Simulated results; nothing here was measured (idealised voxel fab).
process module | voxel released beams
cross-section cut | 145 nm wide | cells 5 nm
A cross-section is a grid of square cells, given in bands from the top down. A band is one or more rows of cells.
Each band's line starts with the height of the band's top and of its bottom, in nm. Then come its materials from left to right, each with its width in nm. One material with "throughout" fills the band from edge to edge. "air" is empty space.
Height 0 is the level under which the wafer as received is all one material. The lowest band goes on downwards, as in "0 down".
A width such as "30 to 40" changes by the same amount from each row of cells to the next, from the band's top row to its bottom row.
"no change" after a step means that no cell of the cross-section changed.
closed voids: empty space of 8 cells or more with no open way to the top, each as width x height at its distance from the left edge, in nm
after a step's settings: what the simulator itself notes on the step
overlay nm, on a step with a mask: how far to the right of its planned place the mask lay; to the left if negative
plan
1 op RECEIVE | material Si
2 op CONFORMAL_DEP | material SiN | thk nm 10
3 op DIRECTIONAL_DEP | material SiO2 | thk nm 10
4 op DIRECTIONAL_DEP | material aC | thk nm 10
5 op PATTERN | tone open | mask id ANCHOR | material resist | width nm 30 | thk nm 30 | overlay nm 0
6 op DIRECTIONAL_ETCH | etch materials aC | depth nm 10
7 op STRIP | etch materials resist
8 op DIRECTIONAL_ETCH | etch materials SiO2 | depth nm 10
9 op STRIP | etch materials aC
10 op CONFORMAL_DEP | material TiN | thk nm 10
11 op DIRECTIONAL_DEP | material aC | thk nm 15
12 op PATTERN | tone cover | mask id BEAM | material resist | width nm 90 | thk nm 35 | overlay nm 0
13 op DIRECTIONAL_ETCH | etch materials aC | depth nm 15
14 op STRIP | etch materials resist
15 op DIRECTIONAL_ETCH | etch materials TiN | depth nm 10
16 op STRIP | etch materials aC
17 op STRIP | etch materials SiO2
as received, after step 1
  0 down: Si throughout
  closed voids: none
a wafer at the end: this start, this plan, one mistake
  20 to 10: air 25 | TiN 15 | air 10 | TiN 65 | air 30
  10 to 0: air 30 | TiN 30 | air 85
  0 down: Si throughout
  closed voids: none
what went wrong: step 2 was left out
